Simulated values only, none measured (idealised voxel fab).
process module | voxel double patterning
cross-section cut | 295 nm wide | cells 5 nm
A cross-section is a grid of square cells, given in bands from the top down. A band is one or more rows of cells.
Each band's line starts with the height of the band's top and of its bottom, in nm. Then come its materials from left to right, each with its width in nm. One material with "throughout" fills the band from edge to edge. "air" is empty space.
Height 0 is the level under which the wafer as received is all one material. The lowest band goes on downwards, as in "0 down".
A width such as "30 to 40" changes by the same amount from each row of cells to the next, from the band's top row to its bottom row.
"no change" after a step means that no cell of the cross-section changed.
closed voids: empty space of 8 cells or more with no open way to the top, each as width x height at its distance from the left edge, in nm
after a step's settings: what the simulator itself notes on the step
overlay nm, on a step with a mask: how far to the right of its planned place the mask lay; to the left if negative
plan
1 op RECEIVE | material Si
2 op CONFORMAL_DEP | material SiN | thk nm 10
3 op DIRECTIONAL_DEP | material SiO2 | thk nm 15
4 op DIRECTIONAL_DEP | material SiCN | thk nm 5
5 op PATTERN | tone open | mask id FIRST | material resist | width nm 15 | pitch nm 50 | thk nm 15 | overlay nm 0
6 op DIRECTIONAL_ETCH | etch materials SiCN | depth nm 5
7 op STRIP | etch materials resist
8 op DIRECTIONAL_DEP | material aC | thk nm 10
9 op PATTERN | tone open | mask id SECOND | material resist | width nm 15 | thk nm 30 | overlay nm 0
10 op DIRECTIONAL_ETCH | etch materials aC | depth nm 10
11 op STRIP | etch materials resist
12 op DIRECTIONAL_ETCH | etch materials SiCN | depth nm 5
13 op STRIP | etch materials aC
14 op DIRECTIONAL_ETCH | etch materials SiO2 | depth nm 15
15 op STRIP | etch materials SiCN
first wafer, as planned
as received, after step 1
  0 down: Si throughout
  closed voids: none
after step 2
  10 to 0: SiN throughout
  below 0: unchanged
after step 3
  25 to 10: SiO2 throughout
  below 10: unchanged
after step 4
  30 to 25: SiCN throughout
  below 25: unchanged
after step 5
  45 to 30: resist 115 | air 15 | resist 35 | air 15 | resist 115
  below 30: unchanged
after step 6
  45 to 30: resist 115 | air 15 | resist 35 | air 15 | resist 115
  30 to 25: SiCN 115 | air 15 | SiCN 35 | air 15 | SiCN 115
  below 25: unchanged
after step 7
  30 to 25: SiCN 115 | air 15 | SiCN 35 | air 15 | SiCN 115
  below 25: unchanged
after step 8
  40 to 35: aC 115 | air 15 | aC 35 | air 15 | aC 115
  35 to 30: aC throughout
  30 to 25: SiCN 115 | aC 15 | SiCN 35 | aC 15 | SiCN 115
  below 25: unchanged
after step 9
  70 to 40: resist 140 | air 15 | resist 140
  40 to 35: aC 115 | resist 15 | aC 35 | resist 15 | aC 115
  below 35: unchanged
after step 10
  60 to 40: resist 140 | air 15 | resist 140
  40 to 35: aC 115 | resist 15 | aC 10 | air 15 | aC 10 | resist 15 | aC 115
  35 to 30: aC 140 | air 15 | aC 140
  below 30: unchanged
after step 11
  40 to 35: aC 115 | air 15 | aC 10 | air 15 | aC 10 | air 15 | aC 115
  below 35: unchanged
after step 12
  40 to 35: aC 115 | air 15 | aC 10 | air 15 | aC 10 | air 15 | aC 115
  35 to 30: aC 140 | air 15 | aC 140
  30 to 25: SiCN 115 | aC 15 | SiCN 10 | air 15 | SiCN 10 | aC 15 | SiCN 115
  below 25: unchanged
after step 13
  30 to 25: SiCN 115 | air 15 | SiCN 10 | air 15 | SiCN 10 | air 15 | SiCN 115
  below 25: unchanged
after step 14
  30 to 25: SiCN 115 | air 15 | SiCN 10 | air 15 | SiCN 10 | air 15 | SiCN 115
  25 to 10: SiO2 115 | air 15 | SiO2 10 | air 15 | SiO2 10 | air 15 | SiO2 115
  below 10: unchanged
after step 15
  25 to 10: SiO2 115 | air 15 | SiO2 10 | air 15 | SiO2 10 | air 15 | SiO2 115
  below 10: unchanged
second wafer: like start, like plan, one mistake. Through step 2 it matches the first wafer
when step 3 should have ended
  35 to 10: SiO2 throughout
  below 10: unchanged
when step 4 should have ended
  40 to 35: SiCN throughout
  below 35: unchanged
when step 5 should have ended
  55 to 40: resist 115 | air 15 | resist 35 | air 15 | resist 115
  below 40: unchanged
when step 6 should have ended
  55 to 40: resist 115 | air 15 | resist 35 | air 15 | resist 115
  40 to 35: SiCN 115 | air 15 | SiCN 35 | air 15 | SiCN 115
  below 35: unchanged
when step 7 should have ended
  40 to 35: SiCN 115 | air 15 | SiCN 35 | air 15 | SiCN 115
  below 35: unchanged
when step 8 should have ended
  50 to 45: aC 115 | air 15 | aC 35 | air 15 | aC 115
  45 to 40: aC throughout
  40 to 35: SiCN 115 | aC 15 | SiCN 35 | aC 15 | SiCN 115
  below 35: unchanged
when step 9 should have ended
  80 to 50: resist 140 | air 15 | resist 140
  50 to 45: aC 115 | resist 15 | aC 35 | resist 15 | aC 115
  below 45: unchanged
when step 10 should have ended
  70 to 50: resist 140 | air 15 | resist 140
  50 to 45: aC 115 | resist 15 | aC 10 | air 15 | aC 10 | resist 15 | aC 115
  45 to 40: aC 140 | air 15 | aC 140
  below 40: unchanged
when step 11 should have ended
  50 to 45: aC 115 | air 15 | aC 10 | air 15 | aC 10 | air 15 | aC 115
  below 45: unchanged
when step 12 should have ended
  50 to 45: aC 115 | air 15 | aC 10 | air 15 | aC 10 | air 15 | aC 115
  45 to 40: aC 140 | air 15 | aC 140
  40 to 35: SiCN 115 | aC 15 | SiCN 10 | air 15 | SiCN 10 | aC 15 | SiCN 115
  below 35: unchanged
when step 13 should have ended
  40 to 35: SiCN 115 | air 15 | SiCN 10 | air 15 | SiCN 10 | air 15 | SiCN 115
  below 35: unchanged
when step 14 should have ended
  40 to 35: SiCN 115 | air 15 | SiCN 10 | air 15 | SiCN 10 | air 15 | SiCN 115
  35 to 20: SiO2 115 | air 15 | SiO2 10 | air 15 | SiO2 10 | air 15 | SiO2 115
  below 20: unchanged
when step 15 should have ended
  35 to 20: SiO2 115 | air 15 | SiO2 10 | air 15 | SiO2 10 | air 15 | SiO2 115
  below 20: unchanged
what went wrong: step 3 ran as: op DIRECTIONAL_DEP | material SiO2 | thk nm 25
at the end the second wafer has, in cells: 118 more of SiO2
